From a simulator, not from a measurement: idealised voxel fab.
process module | voxel trench capacitor
cross-section cut | 260 nm wide | cells 5 nm
A cross-section is a grid of square cells, given in bands from the top down. A band is one or more rows of cells.
Each band's line starts with the height of the band's top and of its bottom, in nm. Then come its materials from left to right, each with its width in nm. One material with "throughout" fills the band from edge to edge. "air" is empty space.
Height 0 is the level under which the wafer as received is all one material. The lowest band goes on downwards, as in "0 down".
A width such as "30 to 40" changes by the same amount from each row of cells to the next, from the band's top row to its bottom row.
"no change" after a step means that no cell of the cross-section changed.
closed voids: empty space of 8 cells or more with no open way to the top, each as width x height at its distance from the left edge, in nm
after a step's settings: what the simulator itself notes on the step
overlay nm, on a step with a mask: how far to the right of its planned place the mask lay; to the left if negative
plan
1 op RECEIVE | material Si
2 op CONFORMAL_DEP | material SiN | thk nm 10
3 op PATTERN | tone open | mask id TRENCH | material resist | width nm 25 | pitch nm 45 | thk nm 15 | overlay nm 0
4 op DIRECTIONAL_ETCH | etch materials SiN | depth nm 10
5 op DIRECTIONAL_ETCH | etch materials Si | depth nm 40
6 op STRIP | etch materials resist
7 op CONFORMAL_DEP | material Al2O3 | thk nm 5
8 op CONFORMAL_DEP | material TiN | thk nm 5
9 op FILL_DEP | material W | thk nm 5
10 op CMP | height nm 0
varied across the wafers: height nm of step 10. The plan shows the first wafer's value. All wafers start alike
first wafer as received, after step 1
  0 down: Si throughout
  closed voids: none
each wafer at the end: cells of each material gained (+) or lost (-) since it was received, then its closed voids
height nm 0 | +76 Al2O3 | -160 Si | +60 TiN | +24 W | closed voids: none
height nm 5 | +84 Al2O3 | -160 Si | +32 SiN | +68 TiN | +28 W | closed voids: none
height nm 10 | +92 Al2O3 | -160 Si | +64 SiN | +76 TiN | +32 W | closed voids: none
height nm 15 | +132 Al2O3 | -160 Si | +64 SiN | +84 TiN | +36 W | closed voids: none
height nm 20 | +132 Al2O3 | -160 Si | +64 SiN | +132 TiN | +40 W | closed voids: none
height nm 25 | +132 Al2O3 | -160 Si | +64 SiN | +132 TiN | +92 W | closed voids: none
